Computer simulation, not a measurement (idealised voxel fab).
process module | voxel wiring stack
cross-section cut | 275 nm wide | cells 5 nm
A cross-section is a grid of square cells, given in bands from the top down. A band is one or more rows of cells.
Each band's line starts with the height of the band's top and of its bottom, in nm. Then come its materials from left to right, each with its width in nm. One material with "throughout" fills the band from edge to edge. "air" is empty space.
Height 0 is the level under which the wafer as received is all one material. The lowest band goes on downwards, as in "0 down".
A width such as "30 to 40" changes by the same amount from each row of cells to the next, from the band's top row to its bottom row.
"no change" after a step means that no cell of the cross-section changed.
closed voids: empty space of 8 cells or more with no open way to the top, each as width x height at its distance from the left edge, in nm
after a step's settings: what the simulator itself notes on the step
overlay nm, on a step with a mask: how far to the right of its planned place the mask lay; to the left if negative
plan
1 op RECEIVE | material Si
2 op CONFORMAL_DEP | material SiO2 | thk nm 15
3 op DIRECTIONAL_DEP | material TiN | thk nm 5
4 op DIRECTIONAL_DEP | material Ru | thk nm 25
5 op DIRECTIONAL_DEP | material aC | thk nm 15
6 op PATTERN | tone cover | mask id METAL_1 | material resist | width nm 20 | pitch nm 40 | thk nm 30 | overlay nm 0
7 op DIRECTIONAL_ETCH | etch materials aC | depth nm 15
8 op STRIP | etch materials resist
9 op DIRECTIONAL_ETCH | etch materials Ru | depth nm 25
10 op DIRECTIONAL_ETCH | etch materials TiN | depth nm 5
11 op STRIP | etch materials aC
12 op FILL_DEP | material SiO2 | thk nm 5
13 op CMP | height nm 45
14 op CONFORMAL_DEP | material SiCN | thk nm 5
15 op DIRECTIONAL_DEP | material lowk | thk nm 30
16 op PATTERN | tone open | mask id METAL_2_HOLES | material resist | width nm 15 | pitch nm 80 | thk nm 15 | overlay nm 0
17 op DIRECTIONAL_ETCH | etch materials lowk | depth nm 30
18 op STRIP | etch materials resist
19 op PATTERN | tone open | mask id METAL_2 | material resist | width nm 20 | pitch nm 40 | thk nm 15 | overlay nm 0
20 op DIRECTIONAL_ETCH | etch materials lowk | depth nm 20
21 op DIRECTIONAL_ETCH | etch materials SiCN | depth nm 5
22 op STRIP | etch materials resist
23 op CONFORMAL_DEP | material TiN | thk nm 5
24 op FILL_DEP | material Ru | thk nm 5
25 op CMP | height nm 80
26 op CONFORMAL_DEP | material SiCN | thk nm 5
27 op DIRECTIONAL_DEP | material SiO2 | thk nm 35
28 op DIRECTIONAL_DEP | material aC | thk nm 10
29 op PATTERN | tone open | mask id METAL_3 | material resist | width nm 20 | pitch nm 40 | thk nm 30 | overlay nm 0
30 op DIRECTIONAL_ETCH | etch materials aC | depth nm 10
31 op STRIP | etch materials resist
32 op DIRECTIONAL_ETCH | etch materials SiO2 | depth nm 20
33 op STRIP | etch materials aC
34 op MASKED_ETCH | tone open | mask id METAL_3_HOLES | width nm 15 | pitch nm 80 | etch materials SiO2 | depth nm 15 | overlay nm 0
35 op MASKED_ETCH | tone open | mask id METAL_3_HOLES | width nm 15 | pitch nm 80 | etch materials SiCN | depth nm 5 | overlay nm 0
36 op CONFORMAL_DEP | material TiN | thk nm 5
37 op FILL_DEP | material Cu | thk nm 10
38 op CMP | height nm 120
39 op CONFORMAL_DEP | material SiN | thk nm 5
as received, after step 1
  0 down: Si throughout
  closed voids: none
a wafer at the end: this start, this plan, one mistake
  125 to 120: SiN throughout
  120 to 105: SiO2 65 | TiN 5 | Cu 10 | TiN 5 | SiO2 20 | TiN 5 | Cu 10 | TiN 5 | SiO2 20 | TiN 5 | Cu 10 | TiN 5 | SiO2 20 | TiN 5 | Cu 10 | TiN 5 | SiO2 70
  105 to 100: SiO2 65 | TiN 5 | Cu 5 | TiN 10 | SiO2 20 | TiN 20 | SiO2 20 | TiN 5 | Cu 5 | TiN 10 | SiO2 20 | TiN 20 | SiO2 70
  100 to 85: SiO2 65 | TiN 5 | Cu 5 | TiN 5 | SiO2 65 | TiN 5 | Cu 5 | TiN 5 | SiO2 115
  85 to 80: SiCN 65 | TiN 15 | SiCN 65 | TiN 15 | SiCN 115
  80 to 65: lowk 65 | TiN 5 | Ru 10 | TiN 5 | lowk 20 | TiN 5 | Ru 10 | TiN 5 | lowk 20 | TiN 5 | Ru 10 | TiN 5 | lowk 20 | TiN 5 | Ru 10 | TiN 5 | lowk 70
  65 to 60: lowk 65 | TiN 5 | Ru 5 | TiN 10 | lowk 20 | TiN 20 | lowk 20 | TiN 5 | Ru 5 | TiN 10 | lowk 20 | TiN 20 | lowk 70
  60 to 50: lowk 65 | TiN 5 | Ru 5 | TiN 5 | lowk 65 | TiN 5 | Ru 5 | TiN 5 | lowk 115
  50 to 45: SiCN 65 | TiN 15 | SiCN 65 | TiN 15 | SiCN 115
  45 to 20: SiO2 75 | Ru 20 | SiO2 20 | Ru 20 | SiO2 20 | Ru 20 | SiO2 20 | Ru 20 | SiO2 60
  20 to 15: SiO2 75 | TiN 20 | SiO2 20 | TiN 20 | SiO2 20 | TiN 20 | SiO2 20 | TiN 20 | SiO2 60
  15 to 0: SiO2 throughout
  0 down: Si throughout
  closed voids: none
what went wrong: step 6 ran as: op PATTERN | tone cover | mask id METAL_1 | material resist | width nm 20 | pitch nm 40 | thk nm 30 | overlay nm 10
